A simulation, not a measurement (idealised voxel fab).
process module | voxel transistor to metal
cross-section cut | 200 nm wide | cells 5 nm
A cross-section is a grid of square cells, given in bands from the top down. A band is one or more rows of cells.
Each band's line starts with the height of the band's top and of its bottom, in nm. Then come its materials from left to right, each with its width in nm. One material with "throughout" fills the band from edge to edge. "air" is empty space.
Height 0 is the level under which the wafer as received is all one material. The lowest band goes on downwards, as in "0 down".
A width such as "30 to 40" changes by the same amount from each row of cells to the next, from the band's top row to its bottom row.
"no change" after a step means that no cell of the cross-section changed.
closed voids: empty space of 8 cells or more with no open way to the top, each as width x height at its distance from the left edge, in nm
after a step's settings: what the simulator itself notes on the step
overlay nm, on a step with a mask: how far to the right of its planned place the mask lay; to the left if negative
plan
1 op RECEIVE | material Si
2 op CONFORMAL_DEP | material SiO2 | thk nm 5
3 op CONFORMAL_DEP | material SiN | thk nm 15
4 op PATTERN | tone cover | mask id ACTIVE | material resist | width nm 105 | thk nm 15 | overlay nm 0
5 op DIRECTIONAL_ETCH | etch materials SiN | depth nm 15
6 op DIRECTIONAL_ETCH | etch materials SiO2 | depth nm 5
7 op DIRECTIONAL_ETCH | etch materials Si | depth nm 35
8 op STRIP | etch materials resist
9 op OXIDIZE | depth nm 5
10 op FILL_DEP | material SiO2 | thk nm 5
11 op CMP | height nm 20
12 op SELECTIVE_ETCH | etch materials SiO2 | depth nm 15
13 op STRIP | etch materials SiN
14 op SELECTIVE_ETCH | etch materials SiO2 | depth nm 5
15 op OXIDIZE | depth nm 5
16 op DIRECTIONAL_DEP | material polySi | thk nm 30
17 op DIRECTIONAL_DEP | material SiCN | thk nm 15
18 op DIRECTIONAL_DEP | material aC | thk nm 15
19 op PATTERN | tone cover | mask id GATE | material resist | width nm 15 | thk nm 30 | overlay nm 0
20 op DIRECTIONAL_ETCH | etch materials aC | depth nm 15
21 op STRIP | etch materials resist
22 op DIRECTIONAL_ETCH | etch materials SiCN | depth nm 25
23 op DIRECTIONAL_ETCH | etch materials polySi | depth nm 40
24 op STRIP | etch materials aC
25 op CONFORMAL_DEP | material SiN | thk nm 10
26 op DIRECTIONAL_ETCH | etch materials SiN | depth nm 10
27 op DIRECTIONAL_ETCH | etch materials SiO2 | depth nm 5
28 op DIRECTIONAL_ETCH | etch materials Si | depth nm 10
29 op EPI | material pSi | thk nm 15
30 op FILL_DEP | material SiO2 | thk nm 5
31 op CMP | height nm 45
32 op DIRECTIONAL_DEP | material SiO2 | thk nm 10
33 op MASKED_ETCH | tone open | mask id CONTACT | width nm 20 | pitch nm 75 | etch materials SiO2 | depth nm 55 | overlay nm 0
34 op CONFORMAL_DEP | material TiN | thk nm 5
35 op FILL_DEP | material Ru | thk nm 10
36 op CMP | height nm 55
37 op CONFORMAL_DEP | material SiCN | thk nm 5
38 op DIRECTIONAL_DEP | material SiO2 | thk nm 20
39 op MASKED_ETCH | tone open | mask id METAL_1 | width nm 20 | pitch nm 75 | etch materials SiO2 | depth nm 20 | overlay nm 0
40 op MASKED_ETCH | tone open | mask id METAL_1 | width nm 20 | pitch nm 75 | etch materials SiCN | depth nm 5 | overlay nm 0
41 op CONFORMAL_DEP | material TiN | thk nm 5
42 op FILL_DEP | material Cu | thk nm 5
43 op CMP | height nm 80
44 op CONFORMAL_DEP | material SiCN | thk nm 5
45 op DIRECTIONAL_DEP | material lowk | thk nm 35
46 op PATTERN | tone open | mask id METAL_2 | material resist | width nm 20 | pitch nm 75 | thk nm 15 | overlay nm 0
47 op DIRECTIONAL_ETCH | etch materials lowk | depth nm 20
48 op STRIP | etch materials resist
49 op MASKED_ETCH | tone open | mask id METAL_2_HOLES | width nm 15 | pitch nm 75 | etch materials lowk | depth nm 15 | overlay nm 0
50 op MASKED_ETCH | tone open | mask id METAL_2_HOLES | width nm 15 | pitch nm 75 | etch materials SiCN | depth nm 5 | overlay nm 0
51 op CONFORMAL_DEP | material TiN | thk nm 5
52 op FILL_DEP | material Ru | thk nm 5
53 op CMP | height nm 120
54 op CONFORMAL_DEP | material SiN | thk nm 5
as received, after step 1
  0 down: Si throughout
  closed voids: none
a wafer at the end: this start, this plan, one mistake
  125 to 120: SiN throughout
  120 to 110: lowk 45 | TiN 5 | Ru 15 | TiN 5 | lowk 50 | TiN 5 | Ru 15 | TiN 5 | lowk 55
  110 to 105: lowk 45 | TiN 10 | Ru 10 | TiN 5 | lowk 50 | TiN 10 | Ru 10 | TiN 5 | lowk 55
  105 to 90: lowk 50 | TiN 5 | Ru 10 | TiN 5 | lowk 55 | TiN 5 | Ru 10 | TiN 5 | lowk 55
  90 to 85: lowk 50 | TiN 5 | Ru 5 | TiN 10 | lowk 55 | TiN 5 | Ru 5 | TiN 10 | lowk 55
  85 to 80: SiCN 50 | TiN 15 | SiCN 60 | TiN 15 | SiCN 60
  80 to 60: SiO2 50 | TiN 5 | Cu 10 | TiN 5 | SiO2 55 | TiN 5 | Cu 10 | TiN 5 | SiO2 55
  60 to 55: SiCN 50 | TiN 20 | SiCN 55 | TiN 20 | SiCN 55
  55 to 45: SiO2 50 | TiN 5 | Ru 10 | TiN 5 | SiO2 55 | TiN 5 | Ru 10 | TiN 5 | SiO2 55
  45 to 30: SiO2 50 | TiN 5 | Ru 10 | TiN 5 | SiO2 10 | SiN 10 | SiCN 15 | SiN 10 | SiO2 10 | TiN 5 | Ru 10 | TiN 5 | SiO2 55
  30 to 15: SiO2 50 | TiN 5 | Ru 10 | TiN 5 | SiO2 10 | SiN 10 | polySi 15 | SiN 10 | SiO2 10 | TiN 5 | Ru 10 | TiN 5 | SiO2 55
  15 to 10: SiO2 50 | TiN 5 | Ru 5 | TiN 10 | SiO2 10 | SiN 10 | polySi 15 | SiN 10 | SiO2 10 | TiN 10 | Ru 5 | TiN 5 | SiO2 55
  10 to 5: SiO2 50 | TiN 5 | Ru 5 | TiN 5 | pSi 15 | SiN 10 | polySi 15 | SiN 10 | pSi 15 | TiN 5 | Ru 5 | TiN 5 | SiO2 55
  5 to 0: SiO2 50 | TiN 15 | pSi 15 | SiN 10 | polySi 15 | SiN 10 | pSi 15 | TiN 15 | SiO2 55
  0 to -5: SiO2 45 | pSi 35 | SiO2 35 | pSi 35 | SiO2 50
  -5 to -15: SiO2 50 | pSi 30 | Si 35 | pSi 30 | SiO2 55
  -15 to -40: SiO2 50 | Si 95 | SiO2 55
  -40 down: Si throughout
  closed voids: none
what went wrong: step 49 ran as: op MASKED_ETCH | tone open | mask id METAL_2_HOLES | width nm 25 | pitch nm 75 | etch materials lowk | depth nm 15 | overlay nm 0
